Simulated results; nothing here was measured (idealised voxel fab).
The following process module bears the name voxel spacer lines.
We display cut, a cross-section 225 nm in width whose square cells are each 5 nm.
A cross-section is a grid of square cells, given in bands from the top down. A band is one or more rows of cells.
Basically the band line says how high the top is and how high the bottom is, in nm, and then what's in it from left to right, every material with its width in nm. Empty space shows up as "blank", and if a single material carries "all across" it runs the full band edge to edge.
Below 0: as-received wafer, all one material; heights counted from there. Lowest band: no bottom, goes on down, written "z 0 and below".
A width given as "30->40" starts at the first number in the band's top row and ends at the second number in its bottom row, shifting by an equal amount at every step from row to row.
Key: "no modifications" - step with no changed cell in the cross-section.
Basically, "Unvented voids" tells you about the enclosed voids: empty spaces with no open way to the top, 8 cells or bigger, each written width x height at distance, where distance is from the left edge, all in nm.
Formally, on a step line, whatever follows the settings is a remark that the simulator itself makes on the step.
The line of a step may include "overlay nm". On a step with a mask, this value is how far to the right of its planned place the mask lay. A negative value means the mask lay to the left.

[The steps planned for the process are as follows]
1. RECEIVE with material Si
2. CONFORMAL_DEP with material Al2O3, thk nm 10
3. DIRECTIONAL_DEP with material TiN, thk nm 10
4. DIRECTIONAL_DEP with material aC, thk nm 25
5. PATTERN with tone cover, mask id MANDREL, material resist, width nm 25, pitch nm 70, thk nm 35, overlay nm 0
6. DIRECTIONAL_ETCH with etch materials aC, depth nm 25
7. STRIP with etch materials resist
8. CONFORMAL_DEP with material SiO2, thk nm 10
9. DIRECTIONAL_ETCH with etch materials SiO2, depth nm 10
10. STRIP with etch materials aC
11. DIRECTIONAL_ETCH with etch materials TiN, depth nm 10
12. STRIP with etch materials SiO2
13. FILL_DEP with material lowk, thk nm 10
14. CMP with height nm 20

[Incoming wafer, cross-sectional view, post step 1]
	z 0 and below  Si all across
	Unvented voids: none

[Sectioned view, first of two wafers, at the close of the module, processed as intended in the plan]
	z 20 to 10  20 of lowk | 10 of TiN | 25 of lowk | 10 of TiN | 25 of lowk | 10 of TiN | 25 of lowk | 10 of TiN | 25 of lowk | 10 of TiN | 25 of lowk | 10 of TiN | 20 of lowk
	z 10 to 0  Al2O3 all across
	z 0 and below  Si all across
	Unvented voids: none

[The second wafer, shown in cross-section after the module: started the same way as the first and given the same plan, yet one mistake crept into how it was run]
	z 20 to 10  aC all across
	z 10 to 0  Al2O3 all across
	z 0 and below  Si all across
	Unvented voids: none
Processing error: a sequencing error occurred in which plan steps 3 and 4 were transposed
Once processing is complete, comparing cell counts shows that the second wafer has more or fewer of certain materials than the first: -24 TiN; +90 aC; -66 lowk
